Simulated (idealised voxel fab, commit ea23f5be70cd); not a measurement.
Presented below is a process module, voxel self aligned contacts.
FYI the section here is cut, 235 nm wide, cells are 5 nm squares.
Throughout this document, each cross-section is represented as a grid of square cells and is presented as a sequence of bands enumerated from the top downward, where a band comprises one or more rows of cells. Read a band's entry like this: the first values are the height of its top and the height of its bottom in nm, and what follows is the sequence of materials from left to right, each with its width in nm. Note that "empty" is empty space, and that a single material marked "everywhere" reaches across the band from edge to edge. Heights from 0 (as-received wafer is one material below). Bottom band endless downward, as "from 0 down". Graded width ("30->40"): value in top row of band = first number; value in bottom row = second number; row-to-row change constant. What does "everything unchanged" mean for a step? It means no cell of the cross-section changed in that step. You'll see "Voids, enclosed" listing empty spaces that have no way open to the top, as long as they're 8 cells or more; the notation is width x height at distance, where the distance is from the left edge, and all of it is in nm. Past the settings on a step's line: simulator remark, on that step. The optional step-line setting "overlay nm" applies to steps with a mask and quantifies how far to the right of its planned location the mask lay, a negative value indicating leftward placement. Heads up before you read on: it's before/after pairs around one process step each, after side only down to the lowest band that changed, step plus settings under the pair. Pairs can be from different runs of this module, same starting wafer, so only chain a pair onto the one above if its "Status before step" entry says so.
# Status before step
* from 0 down  Si everywhere
* Voids, enclosed: none
# Result of Step
* from 5 to 0  SiO2 everywhere
* Everything below 0 is unchanged.
* Voids, enclosed: none
the step between: CONFORMAL_DEP: material SiO2, thk nm 5
Status before step: The cross-section prior to this step is the one presented after the step of the pair immediately above.
# Result of Step
* from 25 to 5  polySi everywhere
* Everything below 5 is unchanged.
* Voids, enclosed: none
the step between: DIRECTIONAL_DEP: material polySi, thk nm 20
Status before step: The cross-section prior to this step is the one presented after the step of the pair immediately above.
# Result of Step
* from 50 to 25  SiN everywhere
* Everything below 25 is unchanged.
* Voids, enclosed: none
the step between: DIRECTIONAL_DEP: material SiN, thk nm 25
Status before step: The cross-section prior to this step is the one presented after the step of the pair immediately above.
# Result of Step
* from 50 to 25  empty (40)  SiN (25)  empty (40)  SiN (25)  empty (40)  SiN (25)  empty (40)
* Everything below 25 is unchanged.
* Voids, enclosed: none
the step between: MASKED_ETCH: tone cover, mask id GATE, width nm 25, pitch nm 65, etch materials SiN, depth nm 25, overlay nm 0
Status before step: The cross-section prior to this step is the one presented after the step of the pair immediately above.
# Result of Step
* from 50 to 25  empty (40)  SiN (25)  empty (40)  SiN (25)  empty (40)  SiN (25)  empty (40)
* from 25 to 5  empty (40)  polySi (25)  empty (40)  polySi (25)  empty (40)  polySi (25)  empty (40)
* Everything below 5 is unchanged.
* Voids, enclosed: none
the step between: MASKED_ETCH: tone cover, mask id GATE, width nm 25, pitch nm 65, etch materials polySi, depth nm 20, overlay nm 0
Status before step: The cross-section prior to this step is the one presented after the step of the pair immediately above.
# Result of Step
* from 60 to 25  empty (30)  SiN (45)  empty (20)  SiN (45)  empty (20)  SiN (45)  empty (30)
* from 25 to 15  empty (30)  SiN (10)  polySi (25)  SiN (10)  empty (20)  SiN (10)  polySi (25)  SiN (10)  empty (20)  SiN (10)  polySi (25)  SiN (10)  empty (30)
* from 15 to 5  SiN (40)  polySi (25)  SiN (40)  polySi (25)  SiN (40)  polySi (25)  SiN (40)
* Everything below 5 is unchanged.
* Voids, enclosed: none
the step between: CONFORMAL_DEP: material SiN, thk nm 10
Status before step: The cross-section prior to this step is the one presented after the step of the pair immediately above.
# Result of Step
* from 50 to 25  empty (30)  SiN (45)  empty (20)  SiN (45)  empty (20)  SiN (45)  empty (30)
* from 25 to 5  empty (30)  SiN (10)  polySi (25)  SiN (10)  empty (20)  SiN (10)  polySi (25)  SiN (10)  empty (20)  SiN (10)  polySi (25)  SiN (10)  empty (30)
* Everything below 5 is unchanged.
* Voids, enclosed: none
the step between: DIRECTIONAL_ETCH: etch materials SiN, depth nm 10
Status before step: The cross-section prior to this step is the one presented after the step of the pair immediately above.
# Result of Step
* from 65 to 50  SiO2 everywhere
* from 50 to 25  SiO2 (30)  SiN (45)  SiO2 (20)  SiN (45)  SiO2 (20)  SiN (45)  SiO2 (30)
* from 25 to 5  SiO2 (30)  SiN (10)  polySi (25)  SiN (10)  SiO2 (20)  SiN (10)  polySi (25)  SiN (10)  SiO2 (20)  SiN (10)  polySi (25)  SiN (10)  SiO2 (30)
* Everything below 5 is unchanged.
* Voids, enclosed: none
the step between: FILL_DEP: material SiO2, thk nm 15
Status before step: The cross-section prior to this step is the one presented after the step of the pair immediately above.
# Result of Step
* from 60 to 50  SiO2 everywhere
* Everything below 50 is unchanged.
* Voids, enclosed: none
the step between: CMP: height nm 60
Status before step: The cross-section prior to this step is the one presented after the step of the pair immediately above.
# Result of Step
* from 80 to 60  resist (60)  empty (50)  resist (15)  empty (50)  resist (60)
* Everything below 60 is unchanged.
* Voids, enclosed: none
the step between: PATTERN: tone open, mask id CONTACT, material resist, width nm 50, pitch nm 65, thk nm 20, overlay nm 0
Status before step: The cross-section prior to this step is the one presented after the step of the pair immediately above.
# Result of Step
* from 80 to 60  resist (60)  empty (50)  resist (15)  empty (50)  resist (60)
* from 60 to 50  SiO2 (60)  empty (50)  SiO2 (15)  empty (50)  SiO2 (60)
* from 50 to 25  SiO2 (30)  SiN (45)  empty (20)  SiN (45)  empty (20)  SiN (45)  SiO2 (30)
* from 25 to 5  SiO2 (30)  SiN (10)  polySi (25)  SiN (10)  empty (20)  SiN (10)  polySi (25)  SiN (10)  empty (20)  SiN (10)  polySi (25)  SiN (10)  SiO2 (30)
* from 5 to 0  SiO2 (75)  empty (20)  SiO2 (45)  empty (20)  SiO2 (75)
* Everything below 0 is unchanged.
* Voids, enclosed: none
the step between: DIRECTIONAL_ETCH: etch materials SiO2, depth nm 60
Status before step: The cross-section prior to this step is the one presented after the step of the pair immediately above.
# Result of Step
* from 60 to 50  SiO2 (60)  empty (50)  SiO2 (15)  empty (50)  SiO2 (60)
* Everything below 50 is unchanged.
* Voids, enclosed: none
the step between: STRIP: etch materials resist
Status before step: The cross-section prior to this step is the one presented after the step of the pair immediately above.
# Result of Step
* from 65 to 60  TiN (65)  empty (40)  TiN (25)  empty (40)  TiN (65)
* from 60 to 50  SiO2 (60)  TiN (5->20)  empty (40->10)  TiN (5->20)  SiO2 (15)  TiN (5->20)  empty (40->10)  TiN (5->20)  SiO2 (60)
* from 50 to 25  SiO2 (30)  SiN (45)  TiN (5)  empty (10)  TiN (5)  SiN (45)  TiN (5)  empty (10)  TiN (5)  SiN (45)  SiO2 (30)
* from 25 to 5  SiO2 (30)  SiN (10)  polySi (25)  SiN (10)  TiN (5)  empty (10)  TiN (5)  SiN (10)  polySi (25)  SiN (10)  TiN (5)  empty (10)  TiN (5)  SiN (10)  polySi (25)  SiN (10)  SiO2 (30)
* from 5 to 0  SiO2 (75)  TiN (20)  SiO2 (45)  TiN (20)  SiO2 (75)
* Everything below 0 is unchanged.
* Voids, enclosed: none
the step between: CONFORMAL_DEP: material TiN, thk nm 5
Status before step: The cross-section prior to this step is the one presented after the step of the pair immediately above.
# Result of Step
* from 75 to 65  Ru everywhere
* from 65 to 60  TiN (65)  Ru (40)  TiN (25)  Ru (40)  TiN (65)
* from 60 to 50  SiO2 (60)  TiN (5->20)  Ru (40->10)  TiN (5->20)  SiO2 (15)  TiN (5->20)  Ru (40->10)  TiN (5->20)  SiO2 (60)
* from 50 to 25  SiO2 (30)  SiN (45)  TiN (5)  Ru (10)  TiN (5)  SiN (45)  TiN (5)  Ru (10)  TiN (5)  SiN (45)  SiO2 (30)
* from 25 to 5  SiO2 (30)  SiN (10)  polySi (25)  SiN (10)  TiN (5)  Ru (10)  TiN (5)  SiN (10)  polySi (25)  SiN (10)  TiN (5)  Ru (10)  TiN (5)  SiN (10)  polySi (25)  SiN (10)  SiO2 (30)
* Everything below 5 is unchanged.
* Voids, enclosed: none
the step between: FILL_DEP: material Ru, thk nm 10
Status before step: The cross-section prior to this step is the one presented after the step of the pair immediately above.
# Result of Step
* from 60 to 50  SiO2 (60)  TiN (5->20)  Ru (40->10)  TiN (5->20)  SiO2 (15)  TiN (5->20)  Ru (40->10)  TiN (5->20)  SiO2 (60)
* Everything below 50 is unchanged.
* Voids, enclosed: none
the step between: CMP: height nm 60
Status before step: The cross-section prior to this step is the one presented after the step of the pair immediately above.
# Result of Step
* from 65 to 60  SiCN everywhere
* Everything below 60 is unchanged.
* Voids, enclosed: none
the step between: CONFORMAL_DEP: material SiCN, thk nm 5
# Status before step
* from 75 to 65  Ru everywhere
* from 65 to 60  TiN (65)  Ru (40)  TiN (25)  Ru (40)  TiN (65)
* from 60 to 50  SiO2 (60)  TiN (5->20)  Ru (40->10)  TiN (5->20)  SiO2 (15)  TiN (5->20)  Ru (40->10)  TiN (5->20)  SiO2 (60)
* from 50 to 25  SiO2 (30)  SiN (45)  TiN (5)  Ru (10)  TiN (5)  SiN (45)  TiN (5)  Ru (10)  TiN (5)  SiN (45)  SiO2 (30)
* from 25 to 5  SiO2 (30)  SiN (10)  polySi (25)  SiN (10)  TiN (5)  Ru (10)  TiN (5)  SiN (10)  polySi (25)  SiN (10)  TiN (5)  Ru (10)  TiN (5)  SiN (10)  polySi (25)  SiN (10)  SiO2 (30)
* from 5 to 0  SiO2 (75)  TiN (20)  SiO2 (45)  TiN (20)  SiO2 (75)
* from 0 down  Si everywhere
* Voids, enclosed: none
# Result of Step
* from 80 to 75  SiCN everywhere
* Everything below 75 is unchanged.
* Voids, enclosed: none
the step between: CONFORMAL_DEP: material SiCN, thk nm 5
# Status before step
* from 50 to 25  SiN everywhere
* from 25 to 5  polySi everywhere
* from 5 to 0  SiO2 everywhere
* from 0 down  Si everywhere
* Voids, enclosed: none
# Result of Step
* from 75 to 25  SiN everywhere
* Everything below 25 is unchanged.
* Voids, enclosed: none
the step between: DIRECTIONAL_DEP: material SiN, thk nm 25
Status before step: The cross-section prior to this step is the one presented after the step of the pair immediately above.
# Result of Step
* from 75 to 50  empty (40)  SiN (25)  empty (40)  SiN (25)  empty (40)  SiN (25)  empty (40)
* Everything below 50 is unchanged.
* Voids, enclosed: none
the step between: MASKED_ETCH: tone cover, mask id GATE, width nm 25, pitch nm 65, etch materials SiN, depth nm 25, overlay nm 0
Status before step: The cross-section prior to this step is the one presented after the step of the pair immediately above.
# Result of Step
* from 85 to 60  empty (30)  SiN (45)  empty (20)  SiN (45)  empty (20)  SiN (45)  empty (30)
* from 60 to 25  SiN everywhere
* Everything below 25 is unchanged.
* Voids, enclosed: none
the step between: CONFORMAL_DEP: material SiN, thk nm 10
Status before step: The cross-section prior to this step is the one presented after the step of the pair immediately above.
# Result of Step
* from 75 to 50  empty (30)  SiN (45)  empty (20)  SiN (45)  empty (20)  SiN (45)  empty (30)
* Everything below 50 is unchanged.
* Voids, enclosed: none
the step between: DIRECTIONAL_ETCH: etch materials SiN, depth nm 10
Status before step: The cross-section prior to this step is the one presented after the step of the pair immediately above.
# Result of Step
* from 90 to 75  SiO2 everywhere
* from 75 to 50  SiO2 (30)  SiN (45)  SiO2 (20)  SiN (45)  SiO2 (20)  SiN (45)  SiO2 (30)
* Everything below 50 is unchanged.
* Voids, enclosed: none
the step between: FILL_DEP: material SiO2, thk nm 15
Status before step: The cross-section prior to this step is the one presented after the step of the pair immediately above.
# Result of Step
* from 60 to 50  SiO2 (30)  SiN (45)  SiO2 (20)  SiN (45)  SiO2 (20)  SiN (45)  SiO2 (30)
* Everything below 50 is unchanged.
* Voids, enclosed: none
the step between: CMP: height nm 60
Status before step: The cross-section prior to this step is the one presented after the step of the pair immediately above.
# Result of Step
* from 80 to 60  resist (60)  empty (50)  resist (15)  empty (50)  resist (60)
* Everything below 60 is unchanged.
* Voids, enclosed: none
the step between: PATTERN: tone open, mask id CONTACT, material resist, width nm 50, pitch nm 65, thk nm 20, overlay nm 0
Status before step: The cross-section prior to this step is the one presented after the step of the pair immediately above.
# Result of Step
* from 80 to 60  resist (60)  empty (50)  resist (15)  empty (50)  resist (60)
* from 60 to 50  SiO2 (30)  SiN (45)  empty (20)  SiN (45)  empty (20)  SiN (45)  SiO2 (30)
* Everything below 50 is unchanged.
* Voids, enclosed: none
the step between: DIRECTIONAL_ETCH: etch materials SiO2, depth nm 60
Status before step: The cross-section prior to this step is the one presented after the step of the pair immediately above.
# Result of Step
* from 60 to 50  SiO2 (30)  SiN (45)  empty (20)  SiN (45)  empty (20)  SiN (45)  SiO2 (30)
* Everything below 50 is unchanged.
* Voids, enclosed: none
the step between: STRIP: etch materials resist
Status before step: The cross-section prior to this step is the one presented after the step of the pair immediately above.
# Result of Step
* from 65 to 60  TiN (80)  empty (10)  TiN (55)  empty (10)  TiN (80)
* from 60 to 55  SiO2 (30)  SiN (45)  TiN (5)  empty (10)  TiN (5)  SiN (45)  TiN (5)  empty (10)  TiN (5)  SiN (45)  SiO2 (30)
* from 55 to 50  SiO2 (30)  SiN (45)  TiN (20)  SiN (45)  TiN (20)  SiN (45)  SiO2 (30)
* Everything below 50 is unchanged.
* Voids, enclosed: none
the step between: CONFORMAL_DEP: material TiN, thk nm 5
Status before step: The cross-section prior to this step is the one presented after the step of the pair immediately above.
# Result of Step
* from 75 to 65  Ru everywhere
* from 65 to 60  TiN (80)  Ru (10)  TiN (55)  Ru (10)  TiN (80)
* from 60 to 55  SiO2 (30)  SiN (45)  TiN (5)  Ru (10)  TiN (5)  SiN (45)  TiN (5)  Ru (10)  TiN (5)  SiN (45)  SiO2 (30)
* Everything below 55 is unchanged.
* Voids, enclosed: none
the step between: FILL_DEP: material Ru, thk nm 10
Status before step: The cross-section prior to this step is the one presented after the step of the pair immediately above.
# Result of Step
* from 60 to 55  SiO2 (30)  SiN (45)  TiN (5)  Ru (10)  TiN (5)  SiN (45)  TiN (5)  Ru (10)  TiN (5)  SiN (45)  SiO2 (30)
* Everything below 55 is unchanged.
* Voids, enclosed: none
the step between: CMP: height nm 60
Status before step: The cross-section prior to this step is the one presented after the step of the pair immediately above.
# Result of Step
* from 65 to 60  SiCN everywhere
* Everything below 60 is unchanged.
* Voids, enclosed: none
the step between: CONFORMAL_DEP: material SiCN, thk nm 5
# Status before step
* from 5 to 0  SiO2 everywhere
* from 0 down  Si everywhere
* Voids, enclosed: none
# Result of Step
* from 30 to 5  SiN everywhere
* Everything below 5 is unchanged.
* Voids, enclosed: none
the step between: DIRECTIONAL_DEP: material SiN, thk nm 25
Status before step: The cross-section prior to this step is the one presented after the step of the pair immediately above.
# Result of Step
* from 50 to 30  polySi everywhere
* Everything below 30 is unchanged.
* Voids, enclosed: none
the step between: DIRECTIONAL_DEP: material polySi, thk nm 20
Status before step: The cross-section prior to this step is the one presented after the step of the pair immediately above.
# Result of Step
* from 50 to 30  empty (40)  polySi (25)  empty (40)  polySi (25)  empty (40)  polySi (25)  empty (40)
* Everything below 30 is unchanged.
* Voids, enclosed: none
the step between: MASKED_ETCH: tone cover, mask id GATE, width nm 25, pitch nm 65, etch materials polySi, depth nm 20, overlay nm 0
Status before step: The cross-section prior to this step is the one presented after the step of the pair immediately above.
# Result of Step
* from 60 to 50  empty (30)  SiN (45)  empty (20)  SiN (45)  empty (20)  SiN (45)  empty (30)
* from 50 to 40  empty (30)  SiN (10)  polySi (25)  SiN (10)  empty (20)  SiN (10)  polySi (25)  SiN (10)  empty (20)  SiN (10)  polySi (25)  SiN (10)  empty (30)
* from 40 to 30  SiN (40)  polySi (25)  SiN (40)  polySi (25)  SiN (40)  polySi (25)  SiN (40)
* Everything below 30 is unchanged.
* Voids, enclosed: none
the step between: CONFORMAL_DEP: material SiN, thk nm 10
Status before step: The cross-section prior to this step is the one presented after the step of the pair immediately above.
# Result of Step
* from 50 to 30  empty (30)  SiN (10)  polySi (25)  SiN (10)  empty (20)  SiN (10)  polySi (25)  SiN (10)  empty (20)  SiN (10)  polySi (25)  SiN (10)  empty (30)
* Everything below 30 is unchanged.
* Voids, enclosed: none
the step between: DIRECTIONAL_ETCH: etch materials SiN, depth nm 10
Status before step: The cross-section prior to this step is the one presented after the step of the pair immediately above.
# Result of Step
* from 65 to 50  SiO2 everywhere
* from 50 to 30  SiO2 (30)  SiN (10)  polySi (25)  SiN (10)  SiO2 (20)  SiN (10)  polySi (25)  SiN (10)  SiO2 (20)  SiN (10)  polySi (25)  SiN (10)  SiO2 (30)
* Everything below 30 is unchanged.
* Voids, enclosed: none
the step between: FILL_DEP: material SiO2, thk nm 15
Status before step: The cross-section prior to this step is the one presented after the step of the pair immediately above.
# Result of Step
* from 60 to 50  SiO2 everywhere
* Everything below 50 is unchanged.
* Voids, enclosed: none
the step between: CMP: height nm 60
Status before step: The cross-section prior to this step is the one presented after the step of the pair immediately above.
# Result of Step
* from 80 to 60  resist (60)  empty (50)  resist (15)  empty (50)  resist (60)
* Everything below 60 is unchanged.
* Voids, enclosed: none
the step between: PATTERN: tone open, mask id CONTACT, material resist, width nm 50, pitch nm 65, thk nm 20, overlay nm 0
Status before step: The cross-section prior to this step is the one presented after the step of the pair immediately above.
# Result of Step
* from 80 to 60  resist (60)  empty (50)  resist (15)  empty (50)  resist (60)
* from 60 to 50  SiO2 (60)  empty (50)  SiO2 (15)  empty (50)  SiO2 (60)
* from 50 to 30  SiO2 (30)  SiN (10)  polySi (25)  SiN (10)  empty (20)  SiN (10)  polySi (25)  SiN (10)  empty (20)  SiN (10)  polySi (25)  SiN (10)  SiO2 (30)
* Everything below 30 is unchanged.
* Voids, enclosed: none
the step between: DIRECTIONAL_ETCH: etch materials SiO2, depth nm 60
Status before step: The cross-section prior to this step is the one presented after the step of the pair immediately above.
# Result of Step
* from 60 to 50  SiO2 (60)  empty (50)  SiO2 (15)  empty (50)  SiO2 (60)
* Everything below 50 is unchanged.
* Voids, enclosed: none
the step between: STRIP: etch materials resist
Status before step: The cross-section prior to this step is the one presented after the step of the pair immediately above.
# Result of Step
* from 65 to 60  TiN (65)  empty (40)  TiN (25)  empty (40)  TiN (65)
* from 60 to 50  SiO2 (60)  TiN (5->20)  empty (40->10)  TiN (5->20)  SiO2 (15)  TiN (5->20)  empty (40->10)  TiN (5->20)  SiO2 (60)
* from 50 to 35  SiO2 (30)  SiN (10)  polySi (25)  SiN (10)  TiN (5)  empty (10)  TiN (5)  SiN (10)  polySi (25)  SiN (10)  TiN (5)  empty (10)  TiN (5)  SiN (10)  polySi (25)  SiN (10)  SiO2 (30)
* from 35 to 30  SiO2 (30)  SiN (10)  polySi (25)  SiN (10)  TiN (20)  SiN (10)  polySi (25)  SiN (10)  TiN (20)  SiN (10)  polySi (25)  SiN (10)  SiO2 (30)
* Everything below 30 is unchanged.
* Voids, enclosed: none
the step between: CONFORMAL_DEP: material TiN, thk nm 5
Status before step: The cross-section prior to this step is the one presented after the step of the pair immediately above.
# Result of Step
* from 75 to 65  Ru everywhere
* from 65 to 60  TiN (65)  Ru (40)  TiN (25)  Ru (40)  TiN (65)
* from 60 to 50  SiO2 (60)  TiN (5->20)  Ru (40->10)  TiN (5->20)  SiO2 (15)  TiN (5->20)  Ru (40->10)  TiN (5->20)  SiO2 (60)
* from 50 to 35  SiO2 (30)  SiN (10)  polySi (25)  SiN (10)  TiN (5)  Ru (10)  TiN (5)  SiN (10)  polySi (25)  SiN (10)  TiN (5)  Ru (10)  TiN (5)  SiN (10)  polySi (25)  SiN (10)  SiO2 (30)
* Everything below 35 is unchanged.
* Voids, enclosed: none
the step between: FILL_DEP: material Ru, thk nm 10
Status before step: The cross-section prior to this step is the one presented after the step of the pair immediately above.
# Result of Step
* from 60 to 50  SiO2 (60)  TiN (5->20)  Ru (40->10)  TiN (5->20)  SiO2 (15)  TiN (5->20)  Ru (40->10)  TiN (5->20)  SiO2 (60)
* Everything below 50 is unchanged.
* Voids, enclosed: none
the step between: CMP: height nm 60
Status before step: The cross-section prior to this step is the one presented after the step of the pair immediately above.
# Result of Step
* from 65 to 60  SiCN everywhere
* Everything below 60 is unchanged.
* Voids, enclosed: none
the step between: CONFORMAL_DEP: material SiCN, thk nm 5
# Status before step
* from 50 to 25  SiN everywhere
* from 25 to 5  polySi everywhere
* from 5 to 0  SiO2 everywhere
* from 0 down  Si everywhere
* Voids, enclosed: none
# Result of Step
* from 50 to 30  empty (40)  SiN (25)  empty (40)  SiN (25)  empty (40)  SiN (25)  empty (40)
* Everything below 30 is unchanged.
* Voids, enclosed: none
the step between: MASKED_ETCH: tone cover, mask id GATE, width nm 25, pitch nm 65, etch materials SiN, depth nm 20, overlay nm 0
Status before step: The cross-section prior to this step is the one presented after the step of the pair immediately above.
# Result of Step
* from 60 to 40  empty (30)  SiN (45)  empty (20)  SiN (45)  empty (20)  SiN (45)  empty (30)
* from 40 to 25  SiN everywhere
* Everything below 25 is unchanged.
* Voids, enclosed: none
the step between: CONFORMAL_DEP: material SiN, thk nm 10
Status before step: The cross-section prior to this step is the one presented after the step of the pair immediately above.
# Result of Step
* from 50 to 30  empty (30)  SiN (45)  empty (20)  SiN (45)  empty (20)  SiN (45)  empty (30)
* Everything below 30 is unchanged.
* Voids, enclosed: none
the step between: DIRECTIONAL_ETCH: etch materials SiN, depth nm 10
Status before step: The cross-section prior to this step is the one presented after the step of the pair immediately above.
# Result of Step
* from 65 to 50  SiO2 everywhere
* from 50 to 30  SiO2 (30)  SiN (45)  SiO2 (20)  SiN (45)  SiO2 (20)  SiN (45)  SiO2 (30)
* Everything below 30 is unchanged.
* Voids, enclosed: none
the step between: FILL_DEP: material SiO2, thk nm 15
Status before step: The cross-section prior to this step is the one presented after the step of the pair immediately above.
# Result of Step
* from 60 to 50  SiO2 everywhere
* Everything below 50 is unchanged.
* Voids, enclosed: none
the step between: CMP: height nm 60
Status before step: The cross-section prior to this step is the one presented after the step of the pair immediately above.
# Result of Step
* from 80 to 60  resist (60)  empty (50)  resist (15)  empty (50)  resist (60)
* Everything below 60 is unchanged.
* Voids, enclosed: none
the step between: PATTERN: tone open, mask id CONTACT, material resist, width nm 50, pitch nm 65, thk nm 20, overlay nm 0
Status before step: The cross-section prior to this step is the one presented after the step of the pair immediately above.
# Result of Step
* from 80 to 60  resist (60)  empty (50)  resist (15)  empty (50)  resist (60)
* from 60 to 50  SiO2 (60)  empty (50)  SiO2 (15)  empty (50)  SiO2 (60)
* from 50 to 30  SiO2 (30)  SiN (45)  empty (20)  SiN (45)  empty (20)  SiN (45)  SiO2 (30)
* Everything below 30 is unchanged.
* Voids, enclosed: none
the step between: DIRECTIONAL_ETCH: etch materials SiO2, depth nm 60
Status before step: The cross-section prior to this step is the one presented after the step of the pair immediately above.
# Result of Step
* from 60 to 50  SiO2 (60)  empty (50)  SiO2 (15)  empty (50)  SiO2 (60)
* Everything below 50 is unchanged.
* Voids, enclosed: none
the step between: STRIP: etch materials resist
Status before step: The cross-section prior to this step is the one presented after the step of the pair immediately above.
# Result of Step
* from 65 to 60  TiN (65)  empty (40)  TiN (25)  empty (40)  TiN (65)
* from 60 to 50  SiO2 (60)  TiN (5->20)  empty (40->10)  TiN (5->20)  SiO2 (15)  TiN (5->20)  empty (40->10)  TiN (5->20)  SiO2 (60)
* from 50 to 35  SiO2 (30)  SiN (45)  TiN (5)  empty (10)  TiN (5)  SiN (45)  TiN (5)  empty (10)  TiN (5)  SiN (45)  SiO2 (30)
* from 35 to 30  SiO2 (30)  SiN (45)  TiN (20)  SiN (45)  TiN (20)  SiN (45)  SiO2 (30)
* Everything below 30 is unchanged.
* Voids, enclosed: none
the step between: CONFORMAL_DEP: material TiN, thk nm 5
Status before step: The cross-section prior to this step is the one presented after the step of the pair immediately above.
# Result of Step
* from 75 to 65  Ru everywhere
* from 65 to 60  TiN (65)  Ru (40)  TiN (25)  Ru (40)  TiN (65)
* from 60 to 50  SiO2 (60)  TiN (5->20)  Ru (40->10)  TiN (5->20)  SiO2 (15)  TiN (5->20)  Ru (40->10)  TiN (5->20)  SiO2 (60)
* from 50 to 35  SiO2 (30)  SiN (45)  TiN (5)  Ru (10)  TiN (5)  SiN (45)  TiN (5)  Ru (10)  TiN (5)  SiN (45)  SiO2 (30)
* Everything below 35 is unchanged.
* Voids, enclosed: none
the step between: FILL_DEP: material Ru, thk nm 10
Status before step: The cross-section prior to this step is the one presented after the step of the pair immediately above.
# Result of Step
* from 60 to 50  SiO2 (60)  TiN (5->20)  Ru (40->10)  TiN (5->20)  SiO2 (15)  TiN (5->20)  Ru (40->10)  TiN (5->20)  SiO2 (60)
* Everything below 50 is unchanged.
* Voids, enclosed: none
the step between: CMP: height nm 60
Status before step: The cross-section prior to this step is the one presented after the step of the pair immediately above.
# Result of Step
* from 65 to 60  SiCN everywhere
* Everything below 60 is unchanged.
* Voids, enclosed: none
the step between: CONFORMAL_DEP: material SiCN, thk nm 5
# Status before step
* from 50 to 25  empty (40)  SiN (25)  empty (40)  SiN (25)  empty (40)  SiN (25)  empty (40)
* from 25 to 5  polySi everywhere
* from 5 to 0  SiO2 everywhere
* from 0 down  Si everywhere
* Voids, enclosed: none
# Result of Step
* from 50 to 25  empty (40)  SiN (25)  empty (40)  SiN (25)  empty (40)  SiN (25)  empty (40)
* from 25 to 5  empty (35)  polySi (35)  empty (30)  polySi (35)  empty (30)  polySi (35)  empty (35)
* Everything below 5 is unchanged.
* Voids, enclosed: none
the step between: MASKED_ETCH: tone cover, mask id GATE, width nm 35, pitch nm 65, etch materials polySi, depth nm 20, overlay nm 0
Status before step: The cross-section prior to this step is the one presented after the step of the pair immediately above.
# Result of Step
* from 60 to 35  empty (30)  SiN (45)  empty (20)  SiN (45)  empty (20)  SiN (45)  empty (30)
* from 35 to 25  empty (25)  SiN (55)  empty (10)  SiN (55)  empty (10)  SiN (55)  empty (25)
* from 25 to 15  empty (25)  SiN (10)  polySi (35)  SiN (10)  empty (10)  SiN (10)  polySi (35)  SiN (10)  empty (10)  SiN (10)  polySi (35)  SiN (10)  empty (25)
* from 15 to 5  SiN (35)  polySi (35)  SiN (30)  polySi (35)  SiN (30)  polySi (35)  SiN (35)
* Everything below 5 is unchanged.
* Voids, enclosed: none
the step between: CONFORMAL_DEP: material SiN, thk nm 10
Status before step: The cross-section prior to this step is the one presented after the step of the pair immediately above.
# Result of Step
* from 50 to 25  empty (30)  SiN (45)  empty (20)  SiN (45)  empty (20)  SiN (45)  empty (30)
* from 25 to 5  empty (25)  SiN (10)  polySi (35)  SiN (10)  empty (10)  SiN (10)  polySi (35)  SiN (10)  empty (10)  SiN (10)  polySi (35)  SiN (10)  empty (25)
* Everything below 5 is unchanged.
* Voids, enclosed: none
the step between: DIRECTIONAL_ETCH: etch materials SiN, depth nm 10
Status before step: The cross-section prior to this step is the one presented after the step of the pair immediately above.
# Result of Step
* from 65 to 50  SiO2 everywhere
* from 50 to 25  SiO2 (30)  SiN (45)  SiO2 (20)  SiN (45)  SiO2 (20)  SiN (45)  SiO2 (30)
* from 25 to 5  SiO2 (25)  SiN (10)  polySi (35)  SiN (10)  SiO2 (10)  SiN (10)  polySi (35)  SiN (10)  SiO2 (10)  SiN (10)  polySi (35)  SiN (10)  SiO2 (25)
* Everything below 5 is unchanged.
* Voids, enclosed: none
the step between: FILL_DEP: material SiO2, thk nm 15
Status before step: The cross-section prior to this step is the one presented after the step of the pair immediately above.
# Result of Step
* from 60 to 50  SiO2 everywhere
* Everything below 50 is unchanged.
* Voids, enclosed: none
the step between: CMP: height nm 60
Status before step: The cross-section prior to this step is the one presented after the step of the pair immediately above.
# Result of Step
* from 80 to 60  resist (60)  empty (50)  resist (15)  empty (50)  resist (60)
* Everything below 60 is unchanged.
* Voids, enclosed: none
the step between: PATTERN: tone open, mask id CONTACT, material resist, width nm 50, pitch nm 65, thk nm 20, overlay nm 0
Status before step: The cross-section prior to this step is the one presented after the step of the pair immediately above.
# Result of Step
* from 80 to 60  resist (60)  empty (50)  resist (15)  empty (50)  resist (60)
* from 60 to 50  SiO2 (60)  empty (50)  SiO2 (15)  empty (50)  SiO2 (60)
* from 50 to 25  SiO2 (30)  SiN (45)  empty (20)  SiN (45)  empty (20)  SiN (45)  SiO2 (30)
* from 25 to 5  SiO2 (25)  SiN (10)  polySi (35)  SiN (10)  empty (10)  SiN (10)  polySi (35)  SiN (10)  empty (10)  SiN (10)  polySi (35)  SiN (10)  SiO2 (25)
* from 5 to 0  SiO2 (80)  empty (10)  SiO2 (55)  empty (10)  SiO2 (80)
* Everything below 0 is unchanged.
* Voids, enclosed: none
the step between: DIRECTIONAL_ETCH: etch materials SiO2, depth nm 60
Status before step: The cross-section prior to this step is the one presented after the step of the pair immediately above.
# Result of Step
* from 60 to 50  SiO2 (60)  empty (50)  SiO2 (15)  empty (50)  SiO2 (60)
* Everything below 50 is unchanged.
* Voids, enclosed: none
the step between: STRIP: etch materials resist
Status before step: The cross-section prior to this step is the one presented after the step of the pair immediately above.
# Result of Step
* from 65 to 60  TiN (65)  empty (40)  TiN (25)  empty (40)  TiN (65)
* from 60 to 50  SiO2 (60)  TiN (5->20)  empty (40->10)  TiN (5->20)  SiO2 (15)  TiN (5->20)  empty (40->10)  TiN (5->20)  SiO2 (60)
* from 50 to 30  SiO2 (30)  SiN (45)  TiN (5)  empty (10)  TiN (5)  SiN (45)  TiN (5)  empty (10)  TiN (5)  SiN (45)  SiO2 (30)
* from 30 to 25  SiO2 (30)  SiN (45)  TiN (20)  SiN (45)  TiN (20)  SiN (45)  SiO2 (30)
* from 25 to 5  SiO2 (25)  SiN (10)  polySi (35)  SiN (10)  TiN (10)  SiN (10)  polySi (35)  SiN (10)  TiN (10)  SiN (10)  polySi (35)  SiN (10)  SiO2 (25)
* from 5 to 0  SiO2 (80)  TiN (10)  SiO2 (55)  TiN (10)  SiO2 (80)
* Everything below 0 is unchanged.
* Voids, enclosed: none
the step between: CONFORMAL_DEP: material TiN, thk nm 5
Status before step: The cross-section prior to this step is the one presented after the step of the pair immediately above.
# Result of Step
* from 75 to 65  Ru everywhere
* from 65 to 60  TiN (65)  Ru (40)  TiN (25)  Ru (40)  TiN (65)
* from 60 to 50  SiO2 (60)  TiN (5->20)  Ru (40->10)  TiN (5->20)  SiO2 (15)  TiN (5->20)  Ru (40->10)  TiN (5->20)  SiO2 (60)
* from 50 to 30  SiO2 (30)  SiN (45)  TiN (5)  Ru (10)  TiN (5)  SiN (45)  TiN (5)  Ru (10)  TiN (5)  SiN (45)  SiO2 (30)
* Everything below 30 is unchanged.
* Voids, enclosed: none
the step between: FILL_DEP: material Ru, thk nm 10
